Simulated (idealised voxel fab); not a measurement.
process module | voxel wiring stack
cross-section cut | 205 nm wide | cells 5 nm
A cross-section is a grid of square cells, given in bands from the top down. A band is one or more rows of cells.
Each band's line starts with the height of the band's top and of its bottom, in nm. Then come its materials from left to right, each with its width in nm. One material with "throughout" fills the band from edge to edge. "air" is empty space.
Height 0 is the level under which the wafer as received is all one material. The lowest band goes on downwards, as in "0 down".
A width such as "30 to 40" changes by the same amount from each row of cells to the next, from the band's top row to its bottom row.
"no change" after a step means that no cell of the cross-section changed.
closed voids: empty space of 8 cells or more with no open way to the top, each as width x height at its distance from the left edge, in nm
after a step's settings: what the simulator itself notes on the step
overlay nm, on a step with a mask: how far to the right of its planned place the mask lay; to the left if negative
plan
1 op RECEIVE | material Si
2 op CONFORMAL_DEP | material SiO2 | thk nm 15
3 op CONFORMAL_DEP | material SiCN | thk nm 5
4 op DIRECTIONAL_DEP | material SiO2 | thk nm 25
5 op PATTERN | tone open | mask id METAL_1 | material resist | width nm 30 | pitch nm 45 | thk nm 15 | overlay nm 0
6 op DIRECTIONAL_ETCH | etch materials SiO2 | depth nm 25
7 op DIRECTIONAL_ETCH | etch materials SiCN | depth nm 5
8 op STRIP | etch materials resist
9 op CONFORMAL_DEP | material TiN | thk nm 5
10 op FILL_DEP | material Ru | thk nm 10
11 op CMP | height nm 45
12 op CONFORMAL_DEP | material SiCN | thk nm 5
13 op DIRECTIONAL_DEP | material lowk | thk nm 15
14 op DIRECTIONAL_DEP | material aC | thk nm 10
15 op PATTERN | tone open | mask id PLUG_1 | material resist | width nm 15 | pitch nm 45 | thk nm 25 | overlay nm 0
16 op DIRECTIONAL_ETCH | etch materials aC | depth nm 10
17 op STRIP | etch materials resist
18 op DIRECTIONAL_ETCH | etch materials lowk | depth nm 15
19 op DIRECTIONAL_ETCH | etch materials SiCN | depth nm 5
20 op STRIP | etch materials aC
21 op EPI | material Ru | thk nm 10
22 op EPI | material Ru | thk nm 10
23 op DIRECTIONAL_DEP | material TiN | thk nm 5
24 op DIRECTIONAL_DEP | material W | thk nm 15
25 op DIRECTIONAL_DEP | material aC | thk nm 15
26 op PATTERN | tone cover | mask id METAL_2 | material resist | width nm 30 | pitch nm 45 | thk nm 30 | overlay nm 0
27 op DIRECTIONAL_ETCH | etch materials aC | depth nm 15
28 op STRIP | etch materials resist
29 op DIRECTIONAL_ETCH | etch materials W | depth nm 15
30 op DIRECTIONAL_ETCH | etch materials TiN | depth nm 5
31 op STRIP | etch materials aC
32 op FILL_DEP | material SiO2 | thk nm 5
33 op CMP | height nm 85
34 op CONFORMAL_DEP | material SiCN | thk nm 5
35 op DIRECTIONAL_DEP | material lowk | thk nm 30
36 op PATTERN | tone open | mask id METAL_3 | material resist | width nm 30 | pitch nm 45 | thk nm 15 | overlay nm 0
37 op DIRECTIONAL_ETCH | etch materials lowk | depth nm 15
38 op STRIP | etch materials resist
39 op MASKED_ETCH | tone open | mask id METAL_3_HOLES | width nm 15 | etch materials lowk | depth nm 15 | overlay nm 0
40 op MASKED_ETCH | tone open | mask id METAL_3_HOLES | width nm 15 | etch materials SiCN | depth nm 5 | overlay nm 0
41 op CONFORMAL_DEP | material TiN | thk nm 5
42 op FILL_DEP | material Cu | thk nm 10
43 op CMP | height nm 120
44 op CONFORMAL_DEP | material SiCN | thk nm 5
45 op DIRECTIONAL_DEP | material lowk | thk nm 30
46 op DIRECTIONAL_DEP | material aC | thk nm 10
47 op PATTERN | tone open | mask id METAL_4 | material resist | width nm 30 | pitch nm 45 | thk nm 30 | overlay nm 0
48 op DIRECTIONAL_ETCH | etch materials aC | depth nm 10
49 op STRIP | etch materials resist
50 op DIRECTIONAL_ETCH | etch materials lowk | depth nm 15
51 op STRIP | etch materials aC
52 op DIRECTIONAL_DEP | material aC | thk nm 10
53 op PATTERN | tone open | mask id METAL_4_HOLES | material resist | width nm 15 | thk nm 30 | overlay nm 0
54 op DIRECTIONAL_ETCH | etch materials aC | depth nm 10
55 op STRIP | etch materials resist
56 op DIRECTIONAL_ETCH | etch materials lowk | depth nm 15
57 op DIRECTIONAL_ETCH | etch materials SiCN | depth nm 5
58 op STRIP | etch materials aC
59 op CONFORMAL_DEP | material TiN | thk nm 5
60 op FILL_DEP | material Cu | thk nm 10
61 op CMP | height nm 155
62 op CONFORMAL_DEP | material SiCN | thk nm 5
first wafer, as planned
as received, after step 1
  0 down: Si throughout
  closed voids: none
after step 2
  15 to 0: SiO2 throughout
  below 0: unchanged
after step 3
  20 to 15: SiCN throughout
  below 15: unchanged
after step 4
  45 to 20: SiO2 throughout
  below 20: unchanged
after step 5
  60 to 45: resist 65 | air 30 | resist 15 | air 30 | resist 65
  below 45: unchanged
after step 6
  60 to 45: resist 65 | air 30 | resist 15 | air 30 | resist 65
  45 to 20: SiO2 65 | air 30 | SiO2 15 | air 30 | SiO2 65
  below 20: unchanged
after step 7
  60 to 45: resist 65 | air 30 | resist 15 | air 30 | resist 65
  45 to 20: SiO2 65 | air 30 | SiO2 15 | air 30 | SiO2 65
  20 to 15: SiCN 65 | air 30 | SiCN 15 | air 30 | SiCN 65
  below 15: unchanged
after step 8
  45 to 20: SiO2 65 | air 30 | SiO2 15 | air 30 | SiO2 65
  below 20: unchanged
after step 9
  50 to 45: TiN 70 | air 20 | TiN 25 | air 20 | TiN 70
  45 to 20: SiO2 65 | TiN 5 | air 20 | TiN 5 | SiO2 15 | TiN 5 | air 20 | TiN 5 | SiO2 65
  20 to 15: SiCN 65 | TiN 30 | SiCN 15 | TiN 30 | SiCN 65
  below 15: unchanged
after step 10
  60 to 50: Ru throughout
  50 to 45: TiN 70 | Ru 20 | TiN 25 | Ru 20 | TiN 70
  45 to 20: SiO2 65 | TiN 5 | Ru 20 | TiN 5 | SiO2 15 | TiN 5 | Ru 20 | TiN 5 | SiO2 65
  below 20: unchanged
after step 11
  45 to 20: SiO2 65 | TiN 5 | Ru 20 | TiN 5 | SiO2 15 | TiN 5 | Ru 20 | TiN 5 | SiO2 65
  below 20: unchanged
after step 12
  50 to 45: SiCN throughout
  below 45: unchanged
after step 13
  65 to 50: lowk throughout
  below 50: unchanged
after step 14
  75 to 65: aC throughout
  below 65: unchanged
after step 15
  100 to 75: resist 65 | air 15 | resist 30 | air 15 | resist 80
  below 75: unchanged
after step 16
  90 to 75: resist 65 | air 15 | resist 30 | air 15 | resist 80
  75 to 65: aC 65 | air 15 | aC 30 | air 15 | aC 80
  below 65: unchanged
after step 17
  75 to 65: aC 65 | air 15 | aC 30 | air 15 | aC 80
  below 65: unchanged
after step 18
  75 to 65: aC 65 | air 15 | aC 30 | air 15 | aC 80
  65 to 50: lowk 65 | air 15 | lowk 30 | air 15 | lowk 80
  below 50: unchanged
after step 19
  75 to 65: aC 65 | air 15 | aC 30 | air 15 | aC 80
  65 to 50: lowk 65 | air 15 | lowk 30 | air 15 | lowk 80
  50 to 45: SiCN 65 | air 15 | SiCN 30 | air 15 | SiCN 80
  below 45: unchanged
after step 20
  65 to 50: lowk 65 | air 15 | lowk 30 | air 15 | lowk 80
  below 50: unchanged
after step 21
  65 to 55: lowk 65 | air 15 | lowk 30 | air 15 | lowk 80
  55 to 50: lowk 65 | Ru 15 | lowk 30 | Ru 15 | lowk 80
  50 to 45: SiCN 65 | Ru 15 | SiCN 30 | Ru 15 | SiCN 80
  below 45: unchanged
after step 22
  65 to 50: lowk 65 | Ru 15 | lowk 30 | Ru 15 | lowk 80
  below 50: unchanged
after step 23
  70 to 65: TiN throughout
  below 65: unchanged
after step 24
  85 to 70: W throughout
  below 70: unchanged
after step 25
  100 to 85: aC throughout
  below 85: unchanged
after step 26
  130 to 100: air 65 | resist 30 | air 15 | resist 30 | air 65
  below 100: unchanged
after step 27
  115 to 100: air 65 | resist 30 | air 15 | resist 30 | air 65
  100 to 85: air 65 | aC 30 | air 15 | aC 30 | air 65
  below 85: unchanged
after step 28
  100 to 85: air 65 | aC 30 | air 15 | aC 30 | air 65
  below 85: unchanged
after step 29
  100 to 85: air 65 | aC 30 | air 15 | aC 30 | air 65
  85 to 70: air 65 | W 30 | air 15 | W 30 | air 65
  below 70: unchanged
after step 30
  100 to 85: air 65 | aC 30 | air 15 | aC 30 | air 65
  85 to 70: air 65 | W 30 | air 15 | W 30 | air 65
  70 to 65: air 65 | TiN 30 | air 15 | TiN 30 | air 65
  below 65: unchanged
after step 31
  85 to 70: air 65 | W 30 | air 15 | W 30 | air 65
  below 70: unchanged
after step 32
  90 to 85: SiO2 throughout
  85 to 70: SiO2 65 | W 30 | SiO2 15 | W 30 | SiO2 65
  70 to 65: SiO2 65 | TiN 30 | SiO2 15 | TiN 30 | SiO2 65
  below 65: unchanged
after step 33
  85 to 70: SiO2 65 | W 30 | SiO2 15 | W 30 | SiO2 65
  below 70: unchanged
after step 34
  90 to 85: SiCN throughout
  below 85: unchanged
after step 35
  120 to 90: lowk throughout
  below 90: unchanged
after step 36
  135 to 120: resist 65 | air 30 | resist 15 | air 30 | resist 65
  below 120: unchanged
after step 37
  135 to 120: resist 65 | air 30 | resist 15 | air 30 | resist 65
  120 to 105: lowk 65 | air 30 | lowk 15 | air 30 | lowk 65
  below 105: unchanged
after step 38
  120 to 105: lowk 65 | air 30 | lowk 15 | air 30 | lowk 65
  below 105: unchanged
after step 39
  120 to 105: lowk 65 | air 30 | lowk 15 | air 30 | lowk 65
  105 to 90: lowk 65 | air 15 | lowk 125
  below 90: unchanged
after step 40
  120 to 105: lowk 65 | air 30 | lowk 15 | air 30 | lowk 65
  105 to 90: lowk 65 | air 15 | lowk 125
  90 to 85: SiCN 65 | air 15 | SiCN 125
  below 85: unchanged
after step 41
  125 to 120: TiN 70 | air 20 | TiN 25 | air 20 | TiN 70
  120 to 110: lowk 65 | TiN 5 | air 20 | TiN 5 | lowk 15 | TiN 5 | air 20 | TiN 5 | lowk 65
  110 to 105: lowk 65 | TiN 5 | air 5 | TiN 20 | lowk 15 | TiN 30 | lowk 65
  105 to 90: lowk 65 | TiN 5 | air 5 | TiN 5 | lowk 125
  90 to 85: SiCN 65 | TiN 15 | SiCN 125
  below 85: unchanged
after step 42
  135 to 125: Cu throughout
  125 to 120: TiN 70 | Cu 20 | TiN 25 | Cu 20 | TiN 70
  120 to 110: lowk 65 | TiN 5 | Cu 20 | TiN 5 | lowk 15 | TiN 5 | Cu 20 | TiN 5 | lowk 65
  110 to 105: lowk 65 | TiN 5 | Cu 5 | TiN 20 | lowk 15 | TiN 30 | lowk 65
  105 to 90: lowk 65 | TiN 5 | Cu 5 | TiN 5 | lowk 125
  below 90: unchanged
after step 43
  120 to 110: lowk 65 | TiN 5 | Cu 20 | TiN 5 | lowk 15 | TiN 5 | Cu 20 | TiN 5 | lowk 65
  below 110: unchanged
after step 44
  125 to 120: SiCN throughout
  below 120: unchanged
after step 45
  155 to 125: lowk throughout
  below 125: unchanged
after step 46
  165 to 155: aC throughout
  below 155: unchanged
after step 47
  195 to 165: resist 65 | air 30 | resist 15 | air 30 | resist 65
  below 165: unchanged
after step 48
  185 to 165: resist 65 | air 30 | resist 15 | air 30 | resist 65
  165 to 155: aC 65 | air 30 | aC 15 | air 30 | aC 65
  below 155: unchanged
after step 49
  165 to 155: aC 65 | air 30 | aC 15 | air 30 | aC 65
  below 155: unchanged
after step 50
  165 to 155: aC 65 | air 30 | aC 15 | air 30 | aC 65
  155 to 140: lowk 65 | air 30 | lowk 15 | air 30 | lowk 65
  below 140: unchanged
after step 51
  155 to 140: lowk 65 | air 30 | lowk 15 | air 30 | lowk 65
  below 140: unchanged
after step 52
  165 to 155: aC 65 | air 30 | aC 15 | air 30 | aC 65
  155 to 150: lowk 65 | air 30 | lowk 15 | air 30 | lowk 65
  150 to 140: lowk 65 | aC 30 | lowk 15 | aC 30 | lowk 65
  below 140: unchanged
after step 53
  195 to 165: resist 65 | air 15 | resist 125
  165 to 155: aC 65 | air 15 | resist 15 | aC 15 | resist 30 | aC 65
  155 to 150: lowk 65 | air 15 | resist 15 | lowk 15 | resist 30 | lowk 65
  below 150: unchanged
after step 54
  185 to 165: resist 65 | air 15 | resist 125
  165 to 155: aC 65 | air 15 | resist 15 | aC 15 | resist 30 | aC 65
  155 to 150: lowk 65 | air 15 | resist 15 | lowk 15 | resist 30 | lowk 65
  150 to 140: lowk 65 | air 15 | aC 15 | lowk 15 | aC 30 | lowk 65
  below 140: unchanged
after step 55
  165 to 155: aC 65 | air 30 | aC 15 | air 30 | aC 65
  155 to 150: lowk 65 | air 30 | lowk 15 | air 30 | lowk 65
  below 150: unchanged
after step 56
  165 to 155: aC 65 | air 30 | aC 15 | air 30 | aC 65
  155 to 150: lowk 65 | air 30 | lowk 15 | air 30 | lowk 65
  150 to 140: lowk 65 | air 15 | aC 15 | lowk 15 | aC 30 | lowk 65
  140 to 125: lowk 65 | air 15 | lowk 125
  below 125: unchanged
after step 57
  165 to 155: aC 65 | air 30 | aC 15 | air 30 | aC 65
  155 to 150: lowk 65 | air 30 | lowk 15 | air 30 | lowk 65
  150 to 140: lowk 65 | air 15 | aC 15 | lowk 15 | aC 30 | lowk 65
  140 to 125: lowk 65 | air 15 | lowk 125
  125 to 120: SiCN 65 | air 15 | SiCN 125
  below 120: unchanged
after step 58
  155 to 140: lowk 65 | air 30 | lowk 15 | air 30 | lowk 65
  below 140: unchanged
after step 59
  160 to 155: TiN 70 | air 20 | TiN 25 | air 20 | TiN 70
  155 to 145: lowk 65 | TiN 5 | air 20 | TiN 5 | lowk 15 | TiN 5 | air 20 | TiN 5 | lowk 65
  145 to 140: lowk 65 | TiN 5 | air 5 | TiN 20 | lowk 15 | TiN 30 | lowk 65
  140 to 125: lowk 65 | TiN 5 | air 5 | TiN 5 | lowk 125
  125 to 120: SiCN 65 | TiN 15 | SiCN 125
  below 120: unchanged
after step 60
  170 to 160: Cu throughout
  160 to 155: TiN 70 | Cu 20 | TiN 25 | Cu 20 | TiN 70
  155 to 145: lowk 65 | TiN 5 | Cu 20 | TiN 5 | lowk 15 | TiN 5 | Cu 20 | TiN 5 | lowk 65
  145 to 140: lowk 65 | TiN 5 | Cu 5 | TiN 20 | lowk 15 | TiN 30 | lowk 65
  140 to 125: lowk 65 | TiN 5 | Cu 5 | TiN 5 | lowk 125
  below 125: unchanged
after step 61
  155 to 145: lowk 65 | TiN 5 | Cu 20 | TiN 5 | lowk 15 | TiN 5 | Cu 20 | TiN 5 | lowk 65
  below 145: unchanged
after step 62
  160 to 155: SiCN throughout
  below 155: unchanged
second wafer: like start, like plan, one mistake. Through step 4 it matches the first wafer
when step 5 should have ended
  60 to 45: resist 60 | air 30 | resist 15 | air 30 | resist 70
  below 45: unchanged
when step 6 should have ended
  60 to 45: resist 60 | air 30 | resist 15 | air 30 | resist 70
  45 to 20: SiO2 60 | air 30 | SiO2 15 | air 30 | SiO2 70
  below 20: unchanged
when step 7 should have ended
  60 to 45: resist 60 | air 30 | resist 15 | air 30 | resist 70
  45 to 20: SiO2 60 | air 30 | SiO2 15 | air 30 | SiO2 70
  20 to 15: SiCN 60 | air 30 | SiCN 15 | air 30 | SiCN 70
  below 15: unchanged
when step 8 should have ended
  45 to 20: SiO2 60 | air 30 | SiO2 15 | air 30 | SiO2 70
  below 20: unchanged
when step 9 should have ended
  50 to 45: TiN 65 | air 20 | TiN 25 | air 20 | TiN 75
  45 to 20: SiO2 60 | TiN 5 | air 20 | TiN 5 | SiO2 15 | TiN 5 | air 20 | TiN 5 | SiO2 70
  20 to 15: SiCN 60 | TiN 30 | SiCN 15 | TiN 30 | SiCN 70
  below 15: unchanged
when step 10 should have ended
  60 to 50: Ru throughout
  50 to 45: TiN 65 | Ru 20 | TiN 25 | Ru 20 | TiN 75
  45 to 20: SiO2 60 | TiN 5 | Ru 20 | TiN 5 | SiO2 15 | TiN 5 | Ru 20 | TiN 5 | SiO2 70
  below 20: unchanged
when step 11 should have ended
  45 to 20: SiO2 60 | TiN 5 | Ru 20 | TiN 5 | SiO2 15 | TiN 5 | Ru 20 | TiN 5 | SiO2 70
  below 20: unchanged
when step 12 should have ended
  50 to 45: SiCN throughout
  below 45: unchanged
when step 13 should have ended
  65 to 50: lowk throughout
  below 50: unchanged
when step 14 should have ended
  75 to 65: aC throughout
  below 65: unchanged
when step 15 should have ended
  100 to 75: resist 65 | air 15 | resist 30 | air 15 | resist 80
  below 75: unchanged
when step 16 should have ended
  90 to 75: resist 65 | air 15 | resist 30 | air 15 | resist 80
  75 to 65: aC 65 | air 15 | aC 30 | air 15 | aC 80
  below 65: unchanged
when step 17 should have ended
  75 to 65: aC 65 | air 15 | aC 30 | air 15 | aC 80
  below 65: unchanged
when step 18 should have ended
  75 to 65: aC 65 | air 15 | aC 30 | air 15 | aC 80
  65 to 50: lowk 65 | air 15 | lowk 30 | air 15 | lowk 80
  below 50: unchanged
when step 19 should have ended
  75 to 65: aC 65 | air 15 | aC 30 | air 15 | aC 80
  65 to 50: lowk 65 | air 15 | lowk 30 | air 15 | lowk 80
  50 to 45: SiCN 65 | air 15 | SiCN 30 | air 15 | SiCN 80
  below 45: unchanged
when step 20 should have ended
  65 to 50: lowk 65 | air 15 | lowk 30 | air 15 | lowk 80
  below 50: unchanged
when step 21 should have ended
  65 to 55: lowk 65 | air 15 | lowk 30 | air 15 | lowk 80
  55 to 50: lowk 65 | Ru 15 | lowk 30 | Ru 15 | lowk 80
  50 to 45: SiCN 65 | Ru 15 | SiCN 30 | Ru 15 | SiCN 80
  below 45: unchanged
when step 22 should have ended
  65 to 50: lowk 65 | Ru 15 | lowk 30 | Ru 15 | lowk 80
  below 50: unchanged
when step 23 should have ended
  70 to 65: TiN throughout
  below 65: unchanged
when step 24 should have ended
  85 to 70: W throughout
  below 70: unchanged
when step 25 should have ended
  100 to 85: aC throughout
  below 85: unchanged
when step 26 should have ended
  130 to 100: air 65 | resist 30 | air 15 | resist 30 | air 65
  below 100: unchanged
when step 27 should have ended
  115 to 100: air 65 | resist 30 | air 15 | resist 30 | air 65
  100 to 85: air 65 | aC 30 | air 15 | aC 30 | air 65
  below 85: unchanged
when step 28 should have ended
  100 to 85: air 65 | aC 30 | air 15 | aC 30 | air 65
  below 85: unchanged
when step 29 should have ended
  100 to 85: air 65 | aC 30 | air 15 | aC 30 | air 65
  85 to 70: air 65 | W 30 | air 15 | W 30 | air 65
  below 70: unchanged
when step 30 should have ended
  100 to 85: air 65 | aC 30 | air 15 | aC 30 | air 65
  85 to 70: air 65 | W 30 | air 15 | W 30 | air 65
  70 to 65: air 65 | TiN 30 | air 15 | TiN 30 | air 65
  below 65: unchanged
when step 31 should have ended
  85 to 70: air 65 | W 30 | air 15 | W 30 | air 65
  below 70: unchanged
when step 32 should have ended
  90 to 85: SiO2 throughout
  85 to 70: SiO2 65 | W 30 | SiO2 15 | W 30 | SiO2 65
  70 to 65: SiO2 65 | TiN 30 | SiO2 15 | TiN 30 | SiO2 65
  below 65: unchanged
when step 33 should have ended
  85 to 70: SiO2 65 | W 30 | SiO2 15 | W 30 | SiO2 65
  below 70: unchanged
when step 34 should have ended
  90 to 85: SiCN throughout
  below 85: unchanged
when step 35 should have ended
  120 to 90: lowk throughout
  below 90: unchanged
when step 36 should have ended
  135 to 120: resist 65 | air 30 | resist 15 | air 30 | resist 65
  below 120: unchanged
when step 37 should have ended
  135 to 120: resist 65 | air 30 | resist 15 | air 30 | resist 65
  120 to 105: lowk 65 | air 30 | lowk 15 | air 30 | lowk 65
  below 105: unchanged
when step 38 should have ended
  120 to 105: lowk 65 | air 30 | lowk 15 | air 30 | lowk 65
  below 105: unchanged
when step 39 should have ended
  120 to 105: lowk 65 | air 30 | lowk 15 | air 30 | lowk 65
  105 to 90: lowk 65 | air 15 | lowk 125
  below 90: unchanged
when step 40 should have ended
  120 to 105: lowk 65 | air 30 | lowk 15 | air 30 | lowk 65
  105 to 90: lowk 65 | air 15 | lowk 125
  90 to 85: SiCN 65 | air 15 | SiCN 125
  below 85: unchanged
when step 41 should have ended
  125 to 120: TiN 70 | air 20 | TiN 25 | air 20 | TiN 70
  120 to 110: lowk 65 | TiN 5 | air 20 | TiN 5 | lowk 15 | TiN 5 | air 20 | TiN 5 | lowk 65
  110 to 105: lowk 65 | TiN 5 | air 5 | TiN 20 | lowk 15 | TiN 30 | lowk 65
  105 to 90: lowk 65 | TiN 5 | air 5 | TiN 5 | lowk 125
  90 to 85: SiCN 65 | TiN 15 | SiCN 125
  below 85: unchanged
when step 42 should have ended
  135 to 125: Cu throughout
  125 to 120: TiN 70 | Cu 20 | TiN 25 | Cu 20 | TiN 70
  120 to 110: lowk 65 | TiN 5 | Cu 20 | TiN 5 | lowk 15 | TiN 5 | Cu 20 | TiN 5 | lowk 65
  110 to 105: lowk 65 | TiN 5 | Cu 5 | TiN 20 | lowk 15 | TiN 30 | lowk 65
  105 to 90: lowk 65 | TiN 5 | Cu 5 | TiN 5 | lowk 125
  below 90: unchanged
when step 43 should have ended
  120 to 110: lowk 65 | TiN 5 | Cu 20 | TiN 5 | lowk 15 | TiN 5 | Cu 20 | TiN 5 | lowk 65
  below 110: unchanged
when step 44 should have ended
  125 to 120: SiCN throughout
  below 120: unchanged
when step 45 should have ended
  155 to 125: lowk throughout
  below 125: unchanged
when step 46 should have ended
  165 to 155: aC throughout
  below 155: unchanged
when step 47 should have ended
  195 to 165: resist 65 | air 30 | resist 15 | air 30 | resist 65
  below 165: unchanged
when step 48 should have ended
  185 to 165: resist 65 | air 30 | resist 15 | air 30 | resist 65
  165 to 155: aC 65 | air 30 | aC 15 | air 30 | aC 65
  below 155: unchanged
when step 49 should have ended
  165 to 155: aC 65 | air 30 | aC 15 | air 30 | aC 65
  below 155: unchanged
when step 50 should have ended
  165 to 155: aC 65 | air 30 | aC 15 | air 30 | aC 65
  155 to 140: lowk 65 | air 30 | lowk 15 | air 30 | lowk 65
  below 140: unchanged
when step 51 should have ended
  155 to 140: lowk 65 | air 30 | lowk 15 | air 30 | lowk 65
  below 140: unchanged
when step 52 should have ended
  165 to 155: aC 65 | air 30 | aC 15 | air 30 | aC 65
  155 to 150: lowk 65 | air 30 | lowk 15 | air 30 | lowk 65
  150 to 140: lowk 65 | aC 30 | lowk 15 | aC 30 | lowk 65
  below 140: unchanged
when step 53 should have ended
  195 to 165: resist 65 | air 15 | resist 125
  165 to 155: aC 65 | air 15 | resist 15 | aC 15 | resist 30 | aC 65
  155 to 150: lowk 65 | air 15 | resist 15 | lowk 15 | resist 30 | lowk 65
  below 150: unchanged
when step 54 should have ended
  185 to 165: resist 65 | air 15 | resist 125
  165 to 155: aC 65 | air 15 | resist 15 | aC 15 | resist 30 | aC 65
  155 to 150: lowk 65 | air 15 | resist 15 | lowk 15 | resist 30 | lowk 65
  150 to 140: lowk 65 | air 15 | aC 15 | lowk 15 | aC 30 | lowk 65
  below 140: unchanged
when step 55 should have ended
  165 to 155: aC 65 | air 30 | aC 15 | air 30 | aC 65
  155 to 150: lowk 65 | air 30 | lowk 15 | air 30 | lowk 65
  below 150: unchanged
when step 56 should have ended
  165 to 155: aC 65 | air 30 | aC 15 | air 30 | aC 65
  155 to 150: lowk 65 | air 30 | lowk 15 | air 30 | lowk 65
  150 to 140: lowk 65 | air 15 | aC 15 | lowk 15 | aC 30 | lowk 65
  140 to 125: lowk 65 | air 15 | lowk 125
  below 125: unchanged
when step 57 should have ended
  165 to 155: aC 65 | air 30 | aC 15 | air 30 | aC 65
  155 to 150: lowk 65 | air 30 | lowk 15 | air 30 | lowk 65
  150 to 140: lowk 65 | air 15 | aC 15 | lowk 15 | aC 30 | lowk 65
  140 to 125: lowk 65 | air 15 | lowk 125
  125 to 120: SiCN 65 | air 15 | SiCN 125
  below 120: unchanged
when step 58 should have ended
  155 to 140: lowk 65 | air 30 | lowk 15 | air 30 | lowk 65
  below 140: unchanged
when step 59 should have ended
  160 to 155: TiN 70 | air 20 | TiN 25 | air 20 | TiN 70
  155 to 145: lowk 65 | TiN 5 | air 20 | TiN 5 | lowk 15 | TiN 5 | air 20 | TiN 5 | lowk 65
  145 to 140: lowk 65 | TiN 5 | air 5 | TiN 20 | lowk 15 | TiN 30 | lowk 65
  140 to 125: lowk 65 | TiN 5 | air 5 | TiN 5 | lowk 125
  125 to 120: SiCN 65 | TiN 15 | SiCN 125
  below 120: unchanged
when step 60 should have ended
  170 to 160: Cu throughout
  160 to 155: TiN 70 | Cu 20 | TiN 25 | Cu 20 | TiN 70
  155 to 145: lowk 65 | TiN 5 | Cu 20 | TiN 5 | lowk 15 | TiN 5 | Cu 20 | TiN 5 | lowk 65
  145 to 140: lowk 65 | TiN 5 | Cu 5 | TiN 20 | lowk 15 | TiN 30 | lowk 65
  140 to 125: lowk 65 | TiN 5 | Cu 5 | TiN 5 | lowk 125
  below 125: unchanged
when step 61 should have ended
  155 to 145: lowk 65 | TiN 5 | Cu 20 | TiN 5 | lowk 15 | TiN 5 | Cu 20 | TiN 5 | lowk 65
  below 145: unchanged
when step 62 should have ended
  160 to 155: SiCN throughout
  below 155: unchanged
what went wrong: step 5 ran as: op PATTERN | tone open | mask id METAL_1 | material resist | width nm 30 | pitch nm 45 | thk nm 15 | overlay nm -5
at the end the second wafer has, in cells: as many of each material as the first, in other places
